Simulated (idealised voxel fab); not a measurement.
You're looking at the process module voxel released beams.
The cross-section on display is named cut; it measures 150 nm wide, and its cells are 5 nm squares.
Cross-section layout: square cells on a grid; listed as bands, top to bottom; a band spans one or more cell rows. A band entry consists of two parts. The first gives the height of the band's top and the height of its bottom, in nm. The rest lists the band's materials from left to right, each with its width in nm. A single material labelled with the word "edge to edge" fills the band from edge to edge, and the word "blank" marks empty space. Measure heights from 0. That's the level where, below it, the as-received wafer is all one material. The lowest band is bottomless and extends downward; write it as in "top 0, no bottom". You'd read "30 to 40" like this: the band's top row of cells is as wide as the first number, its bottom row is as wide as the second, and going down, every row changes width by the same amount as the row before did. No cell of the cross-section changed in a step that is given as "stayed the same". "Enclosed cavities" lists enclosed empty spaces (at least 8 cells, no open path upward to the top), each as width x height at distance from the left edge, in nm. Where a step's line continues beyond its settings, the continuation is a remark by the simulator itself on that step. If you see "overlay nm" on a step's line and that step has a mask, it's telling you how far right of where it was planned the mask ended up; a negative number means it went left instead.
# Listed below are the process steps as planned
| 1 | RECEIVE,material Si |
| 2 | CONFORMAL_DEP,material Al2O3,thk nm 5 |
| 3 | DIRECTIONAL_DEP,material SiO2,thk nm 10 |
| 4 | PATTERN,tone open,mask id ANCHOR,material resist,width nm 25,thk nm 20,overlay nm 0 |
| 5 | DIRECTIONAL_ETCH,etch materials SiO2,depth nm 10 |
| 6 | STRIP,etch materials resist |
| 7 | CONFORMAL_DEP,material SiN,thk nm 10 |
| 8 | PATTERN,tone cover,mask id BEAM,material resist,width nm 110,thk nm 15,overlay nm 0 |
| 9 | DIRECTIONAL_ETCH,etch materials SiN,depth nm 10 |
| 10 | STRIP,etch materials resist |
| 11 | STRIP,etch materials SiO2 |
# Account of the first of two wafers, which was processed as intended
# As received (post step 1): cross-section
	top 0, no bottom = Si edge to edge
	Enclosed cavities: none
# Step 2 done - wafer cross-section
	top 5, bottom 0 = Al2O3 edge to edge
	Unchanged below 0.
# Step 3 done - wafer cross-section
	top 15, bottom 5 = SiO2 edge to edge
	Unchanged below 5.
# Step 4 done - wafer cross-section
	top 35, bottom 15 = resist: 20 | blank: 25 | resist: 105
	Unchanged below 15.
# Step 5 done - wafer cross-section
	top 35, bottom 15 = resist: 20 | blank: 25 | resist: 105
	top 15, bottom 5 = SiO2: 20 | blank: 25 | SiO2: 105
	Unchanged below 5.
# Step 6 done - wafer cross-section
	top 15, bottom 5 = SiO2: 20 | blank: 25 | SiO2: 105
	Unchanged below 5.
# Step 7 done - wafer cross-section
	top 25, bottom 15 = SiN: 30 | blank: 5 | SiN: 115
	top 15, bottom 5 = SiO2: 20 | SiN: 25 | SiO2: 105
	Unchanged below 5.
# Step 8 done - wafer cross-section
	top 40, bottom 25 = blank: 15 | resist: 110 | blank: 25
	top 25, bottom 15 = SiN: 30 | resist: 5 | SiN: 115
	Unchanged below 15.
# Step 9 done - wafer cross-section
	top 40, bottom 25 = blank: 15 | resist: 110 | blank: 25
	top 25, bottom 15 = blank: 15 | SiN: 15 | resist: 5 | SiN: 90 | blank: 25
	Unchanged below 15.
# Step 10 done - wafer cross-section
	top 25, bottom 15 = blank: 15 | SiN: 15 | blank: 5 | SiN: 90 | blank: 25
	Unchanged below 15.
# Step 11 done - wafer cross-section
	top 25, bottom 15 = blank: 15 | SiN: 15 | blank: 5 | SiN: 90 | blank: 25
	top 15, bottom 5 = blank: 20 | SiN: 25 | blank: 105
	Unchanged below 5.
# second wafer: like start, like plan, one mistake. Through step 2 it matches the first wafer
# Cross-section of the second wafer corresponding to the planned conclusion of step 3
	top 15, bottom 5 = SiN edge to edge
	Unchanged below 5.
# Cross-section of the second wafer corresponding to the planned conclusion of step 4
	top 35, bottom 15 = resist: 20 | blank: 25 | resist: 105
	Unchanged below 15.
Cross-section of the second wafer corresponding to the planned conclusion of step 5: stayed the same
# Cross-section of the second wafer corresponding to the planned conclusion of step 6
	top 15, bottom 5 = SiN edge to edge
	Unchanged below 5.
# Cross-section of the second wafer corresponding to the planned conclusion of step 7
	top 25, bottom 5 = SiN edge to edge
	Unchanged below 5.
# Cross-section of the second wafer corresponding to the planned conclusion of step 8
	top 40, bottom 25 = blank: 15 | resist: 110 | blank: 25
	Unchanged below 25.
# Cross-section of the second wafer corresponding to the planned conclusion of step 9
	top 40, bottom 25 = blank: 15 | resist: 110 | blank: 25
	top 25, bottom 15 = blank: 15 | SiN: 110 | blank: 25
	Unchanged below 15.
# Cross-section of the second wafer corresponding to the planned conclusion of step 10
	top 25, bottom 15 = blank: 15 | SiN: 110 | blank: 25
	Unchanged below 15.
Cross-section of the second wafer corresponding to the planned conclusion of step 11: stayed the same
Deviation from plan: so step 3 ended up running with a different setting than we planned, it ran as DIRECTIONAL_DEP,material SiN,thk nm 10
Final wafer comparison in cells, second versus first, more or fewer per material: SiN +52
